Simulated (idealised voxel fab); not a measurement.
The process module that follows is named voxel wiring stack.
Cross-section cut spans 260 nm and uses square cells 5 nm in size.
Bands, listed from the top down, are how a cross-section gets written in this document; the cross-section itself is a grid of square cells, and a band is one or more rows of them. It is stipulated that each band's entry specify, in nanometres, the height of the top of the band and then that of its bottom, followed by the materials of the band in left-to-right sequence, each together with its width in nanometres. A single material marked by the word "edge to edge" is understood to fill the band from edge to edge; the word "blank" is understood to denote empty space. Measure heights from 0. That's the level where, below it, the as-received wafer is all one material. The lowest band is bottomless and extends downward; write it as in "0 and below". A width such as "30->40" changes by the same amount from each row of cells to the next, from the band's top row to its bottom row. No cell of the cross-section changed in a step that is given as "same as before". What "Completely sealed voids" gives you is every empty space of 8 cells or more that is cut off from the top. Each appears as width x height at distance, with the distance taken from the left edge and width, height and distance all in nm. after a step's settings: what the simulator itself notes on the step. A step line may carry the setting "overlay nm", which, for steps involving a mask, states the distance by which the mask lay to the right of its intended position; negative values denote displacement to the left.
THESE ARE THE STEPS WE PLANNED FOR THE PROCESS
1. RECEIVE, material Si
2. CONFORMAL_DEP, material SiO2, thk nm 15
3. DIRECTIONAL_DEP, material TiN, thk nm 5
4. DIRECTIONAL_DEP, material Ru, thk nm 25
5. PATTERN, tone cover, mask id METAL_1, material resist, width nm 20, pitch nm 50, thk nm 20, overlay nm 0
6. DIRECTIONAL_ETCH, etch materials Ru, depth nm 25
7. DIRECTIONAL_ETCH, etch materials TiN, depth nm 5
8. STRIP, etch materials resist
9. FILL_DEP, material lowk, thk nm 10
10. CMP, height nm 45
11. CONFORMAL_DEP, material SiCN, thk nm 5
12. DIRECTIONAL_DEP, material lowk, thk nm 25
13. DIRECTIONAL_DEP, material aC, thk nm 15
14. PATTERN, tone open, mask id METAL_2_HOLES, material resist, width nm 15, thk nm 35, overlay nm 0
15. DIRECTIONAL_ETCH, etch materials aC, depth nm 15
16. STRIP, etch materials resist
17. DIRECTIONAL_ETCH, etch materials lowk, depth nm 25
18. STRIP, etch materials aC
19. PATTERN, tone open, mask id METAL_2, material resist, width nm 20, pitch nm 50, thk nm 15, overlay nm 0
20. DIRECTIONAL_ETCH, etch materials lowk, depth nm 15
21. DIRECTIONAL_ETCH, etch materials SiCN, depth nm 5
22. STRIP, etch materials resist
23. CONFORMAL_DEP, material TiN, thk nm 5
24. FILL_DEP, material Cu, thk nm 5
25. CMP, height nm 75
26. CONFORMAL_DEP, material SiCN, thk nm 5
27. DIRECTIONAL_DEP, material SiO2, thk nm 30
28. DIRECTIONAL_DEP, material aC, thk nm 15
29. PATTERN, tone open, mask id METAL_3_HOLES, material resist, width nm 15, thk nm 35, overlay nm 0
30. DIRECTIONAL_ETCH, etch materials aC, depth nm 15
31. STRIP, etch materials resist
32. DIRECTIONAL_ETCH, etch materials SiO2, depth nm 30
33. STRIP, etch materials aC
34. DIRECTIONAL_DEP, material aC, thk nm 10
35. PATTERN, tone open, mask id METAL_3, material resist, width nm 20, pitch nm 50, thk nm 30, overlay nm 0
36. DIRECTIONAL_ETCH, etch materials aC, depth nm 10
37. STRIP, etch materials resist
38. DIRECTIONAL_ETCH, etch materials SiO2, depth nm 15
39. DIRECTIONAL_ETCH, etch materials SiCN, depth nm 5
40. STRIP, etch materials aC
41. CONFORMAL_DEP, material TiN, thk nm 5
42. FILL_DEP, material Cu, thk nm 10
43. CMP, height nm 110
44. CONFORMAL_DEP, material SiCN, thk nm 5
45. DIRECTIONAL_DEP, material lowk, thk nm 15
46. MASKED_ETCH, tone open, mask id PLUG_3, width nm 15, etch materials lowk, depth nm 15, overlay nm 0
47. MASKED_ETCH, tone open, mask id PLUG_3, width nm 15, etch materials SiCN, depth nm 5, overlay nm 0
48. EPI, material Ru, thk nm 10
49. EPI, material Ru, thk nm 10
50. DIRECTIONAL_DEP, material TiN, thk nm 5
51. DIRECTIONAL_DEP, material Ru, thk nm 15
52. DIRECTIONAL_DEP, material aC, thk nm 15
53. PATTERN, tone cover, mask id METAL_4, material resist, width nm 20, pitch nm 50, thk nm 35, overlay nm 0
54. DIRECTIONAL_ETCH, etch materials aC, depth nm 15
55. STRIP, etch materials resist
56. DIRECTIONAL_ETCH, etch materials Ru, depth nm 15
57. DIRECTIONAL_ETCH, etch materials TiN, depth nm 5
58. STRIP, etch materials aC
59. FILL_DEP, material lowk, thk nm 5
60. CMP, height nm 150
61. CONFORMAL_DEP, material SiN, thk nm 5
WAFER AS RECEIVED: CROSS-SECTION FOLLOWING STEP 1
  0 and below | Si edge to edge
  Completely sealed voids: none
AS-PLANNED RUN: CROSS-SECTION OF THE FIRST OF TWO WAFERS AT END OF MODULE
  155 down to 150 | SiN edge to edge
  150 down to 135 | lowk 95, then Ru 20, then lowk 30, then Ru 20, then lowk 95
  135 down to 130 | lowk 95, then TiN 20, then lowk 30, then TiN 20, then lowk 95
  130 down to 115 | lowk 95, then Ru 15, then lowk 150
  115 down to 110 | SiCN 95, then Ru 15, then SiCN 150
  110 down to 100 | SiO2 95, then TiN 5, then Cu 10, then TiN 5, then SiO2 30, then TiN 5, then Cu 10, then TiN 5, then SiO2 95
  100 down to 95 | SiO2 95, then TiN 5, then Cu 5, then TiN 10, then SiO2 30, then TiN 20, then SiO2 95
  95 down to 80 | SiO2 95, then TiN 5, then Cu 5, then TiN 5, then SiO2 150
  80 down to 75 | SiCN 95, then TiN 15, then SiCN 150
  75 down to 65 | lowk 95, then TiN 5, then Cu 10, then TiN 5, then lowk 30, then TiN 5, then Cu 10, then TiN 5, then lowk 95
  65 down to 60 | lowk 95, then TiN 5, then Cu 5, then TiN 10, then lowk 30, then TiN 20, then lowk 95
  60 down to 50 | lowk 95, then TiN 5, then Cu 5, then TiN 5, then lowk 150
  50 down to 45 | SiCN 95, then TiN 15, then SiCN 150
  45 down to 20 | lowk 95, then Ru 20, then lowk 30, then Ru 20, then lowk 95
  20 down to 15 | lowk 95, then TiN 20, then lowk 30, then TiN 20, then lowk 95
  15 down to 0 | SiO2 edge to edge
  0 and below | Si edge to edge
  Completely sealed voids: none
WAFER TWO CROSS-SECTION, MODULE END. START AND PLAN UNCHANGED FROM WAFER ONE; ONE MISTAKE MADE DURING THE RUN
  155 down to 150 | SiN edge to edge
  150 down to 135 | lowk 95, then Ru 20, then lowk 30, then Ru 20, then lowk 95
  135 down to 130 | lowk 95, then TiN 20, then lowk 30, then TiN 20, then lowk 95
  130 down to 115 | lowk 95, then Ru 15, then lowk 150
  115 down to 110 | SiCN 95, then Ru 15, then SiCN 150
  110 down to 100 | SiO2 95, then TiN 5, then Cu 10, then TiN 5, then SiO2 30, then TiN 5, then Cu 10, then TiN 5, then SiO2 95
  100 down to 95 | SiO2 95, then TiN 5, then Cu 5, then TiN 10, then SiO2 30, then TiN 20, then SiO2 95
  95 down to 80 | SiO2 95, then TiN 5, then Cu 5, then TiN 5, then SiO2 150
  80 down to 75 | SiCN 95, then TiN 15, then SiCN 150
  75 down to 65 | lowk 95, then TiN 5, then Cu 10, then TiN 5, then lowk 30, then TiN 5, then Cu 10, then TiN 5, then lowk 95
  65 down to 60 | lowk 95, then TiN 5, then Cu 5, then TiN 10, then lowk 30, then TiN 20, then lowk 95
  60 down to 50 | lowk 95, then TiN 5, then Cu 5, then TiN 5, then lowk 150
  50 down to 45 | SiCN 95, then TiN 15, then SiCN 150
  45 down to 20 | lowk 85, then Ru 20, then lowk 30, then Ru 20, then lowk 105
  20 down to 15 | lowk 85, then TiN 20, then lowk 30, then TiN 20, then lowk 105
  15 down to 0 | SiO2 edge to edge
  0 and below | Si edge to edge
  Completely sealed voids: none
So what did we get wrong on this run? contrary to plan, step 5 was performed as PATTERN, tone cover, mask id METAL_1, material resist, width nm 20, pitch nm 50, thk nm 20, overlay nm -10
In the final comparison it is observed that the number of cells assigned to each material is identical for the two wafers, whereas their placement is not.
